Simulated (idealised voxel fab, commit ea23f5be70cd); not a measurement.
The document below concerns the process module designated voxel transistor to metal.
Cross-sectional view cut (width: 150 nm; square cell size: 5 nm).
A cross-section is written here as square cells arranged in a grid, and it is given in bands from the top down, each band taking up one or more rows of cells.
Look at the band entry: it leads with the top's height and the bottom's height in nm. Then it lists the materials left to right, with a width in nm for each. The word "throughout" on a single material says that material fills the band edge to edge. The word "blank" is empty space.
Height 0 is the level under which the wafer as received is all one material. The lowest band goes on downwards, as in "0..down".
You'd read "30..40" like this: the band's top row of cells is as wide as the first number, its bottom row is as wide as the second, and going down, every row changes width by the same amount as the row before did.
"no modification", as given for a step, is the statement that not any cell of the cross-section underwent a change during that step.
"Sealed void inventory": empty spaces of 8 cells or more with no open way to the top, each given as width x height at distance, distance from the left edge, all in nm.
after a step's settings: what the simulator itself notes on the step
A step's line can hold "overlay nm"; with a mask on that step, the setting says how far right of the planned place the mask lay, while a negative setting says it lay to the left.
Planned process steps:
1,RECEIVE [material Si]
2,OXIDIZE [depth nm 5]
3,CONFORMAL_DEP [material SiN] [thk nm 10]
4,MASKED_ETCH [tone cover] [mask id ACTIVE] [width nm 115] [etch materials SiN] [depth nm 10] [overlay nm 0]
5,MASKED_ETCH [tone cover] [mask id ACTIVE] [width nm 115] [etch materials SiO2] [depth nm 5] [overlay nm 0]
6,MASKED_ETCH [tone cover] [mask id ACTIVE] [width nm 115] [etch materials Si] [depth nm 20] [overlay nm 0]
7,FILL_DEP [material SiO2] [thk nm 15]
8,CMP [height nm 10]
9,SELECTIVE_ETCH [etch materials SiO2] [depth nm 5]
10,STRIP [etch materials SiN]
11,SELECTIVE_ETCH [etch materials SiO2] [depth nm 5]
12,OXIDIZE [depth nm 5]
13,DIRECTIONAL_DEP [material polySi] [thk nm 30]
14,DIRECTIONAL_DEP [material SiCN] [thk nm 15]
15,MASKED_ETCH [tone cover] [mask id GATE] [width nm 35] [etch materials SiCN] [depth nm 25] [overlay nm 0]
16,MASKED_ETCH [tone cover] [mask id GATE] [width nm 35] [etch materials polySi] [depth nm 40] [overlay nm 0]
17,CONFORMAL_DEP [material SiN] [thk nm 5]
18,DIRECTIONAL_ETCH [etch materials SiN] [depth nm 5]
19,DIRECTIONAL_ETCH [etch materials SiO2] [depth nm 5]
20,DIRECTIONAL_ETCH [etch materials Si] [depth nm 5]
21,EPI [material nSi] [thk nm 5]
22,FILL_DEP [material SiO2] [thk nm 10]
23,CMP [height nm 25]
24,STRIP [etch materials polySi]
25,SELECTIVE_ETCH [etch materials SiO2] [depth nm 5]
26,CONFORMAL_DEP [material HfO2] [thk nm 5]
27,CONFORMAL_DEP [material TiN] [thk nm 5]
28,FILL_DEP [material W] [thk nm 5]
29,CMP [height nm 20]
30,DIRECTIONAL_DEP [material SiO2] [thk nm 15]
31,DIRECTIONAL_DEP [material aC] [thk nm 15]
32,PATTERN [tone open] [mask id CONTACT] [material resist] [width nm 15] [pitch nm 80] [thk nm 30] [overlay nm 0]
33,DIRECTIONAL_ETCH [etch materials aC] [depth nm 15]
34,STRIP [etch materials resist]
35,DIRECTIONAL_ETCH [etch materials SiO2] [depth nm 45]
36,STRIP [etch materials aC]
37,CONFORMAL_DEP [material TiN] [thk nm 5]
38,FILL_DEP [material W] [thk nm 10]
39,CMP [height nm 35]
40,DIRECTIONAL_DEP [material TiN] [thk nm 5]
41,DIRECTIONAL_DEP [material Ru] [thk nm 25]
42,PATTERN [tone cover] [mask id METAL_1] [material resist] [width nm 15] [pitch nm 80] [thk nm 15] [overlay nm 0]
43,DIRECTIONAL_ETCH [etch materials Ru] [depth nm 25]
44,DIRECTIONAL_ETCH [etch materials TiN] [depth nm 5]
45,STRIP [etch materials resist]
46,FILL_DEP [material lowk] [thk nm 10]
47,CMP [height nm 65]
48,CONFORMAL_DEP [material SiN] [thk nm 5]
Delivered wafer in cross-section: state after step 1:
- 0..down | Si throughout
- Sealed void inventory: none
First of two wafers: cross-section at end of module, run per plan:
- 70..65 | SiN throughout
- 65..40 | 25 lowk, 15 Ru, 65 lowk, 15 Ru, 30 lowk
- 40..35 | 25 lowk, 15 TiN, 65 lowk, 15 TiN, 30 lowk
- 35..20 | 25 SiO2, 5 TiN, 5 W, 5 TiN, 65 SiO2, 5 TiN, 5 W, 5 TiN, 30 SiO2
- 20..0 | 25 SiO2, 5 TiN, 5 W, 5 TiN, 10 SiO2, 5 SiN, 5 HfO2, 5 TiN, 15 W, 5 TiN, 5 HfO2, 5 SiN, 10 SiO2, 5 TiN, 5 W, 5 TiN, 30 SiO2
- 0..-5 | 10 SiO2, 5 SiN, 10 SiO2, 5 TiN, 5 W, 5 TiN, 10 SiO2, 5 SiN, 5 HfO2, 25 TiN, 5 HfO2, 5 SiN, 10 SiO2, 5 TiN, 5 W, 5 TiN, 10 SiO2, 5 SiN, 15 SiO2
- -5..-10 | 25 SiO2, 15 TiN, 5 SiO2, 5 nSi, 45 HfO2, 5 nSi, 5 SiO2, 15 TiN, 30 SiO2
- -10..-15 | 15 SiO2, 35 nSi, 45 Si, 35 nSi, 20 SiO2
- -15..-25 | 15 SiO2, 115 Si, 20 SiO2
- -25..down | Si throughout
- Sealed void inventory: none
Module end: cross-section of wafer two of two. Same start and process plan as the first wafer. One mistake during execution:
- 70..65 | SiN throughout
- 65..60 | 25 lowk, 15 TiN, 65 lowk, 15 TiN, 30 lowk
- 60..35 | TiN throughout
- 35..20 | 25 SiO2, 5 TiN, 5 W, 5 TiN, 65 SiO2, 5 TiN, 5 W, 5 TiN, 30 SiO2
- 20..0 | 25 SiO2, 5 TiN, 5 W, 5 TiN, 10 SiO2, 5 SiN, 5 HfO2, 5 TiN, 15 W, 5 TiN, 5 HfO2, 5 SiN, 10 SiO2, 5 TiN, 5 W, 5 TiN, 30 SiO2
- 0..-5 | 10 SiO2, 5 SiN, 10 SiO2, 5 TiN, 5 W, 5 TiN, 10 SiO2, 5 SiN, 5 HfO2, 25 TiN, 5 HfO2, 5 SiN, 10 SiO2, 5 TiN, 5 W, 5 TiN, 10 SiO2, 5 SiN, 15 SiO2
- -5..-10 | 25 SiO2, 15 TiN, 5 SiO2, 5 nSi, 45 HfO2, 5 nSi, 5 SiO2, 15 TiN, 30 SiO2
- -10..-15 | 15 SiO2, 35 nSi, 45 Si, 35 nSi, 20 SiO2
- -15..-25 | 15 SiO2, 115 Si, 20 SiO2
- -25..down | Si throughout
- Sealed void inventory: none
Short version of what went wrong: step 41 was not run as planned; what actually ran was DIRECTIONAL_DEP [material TiN] [thk nm 25]
Materials where the second wafer ends with more or fewer cells than the first: Ru -30 | TiN +150 | lowk -120
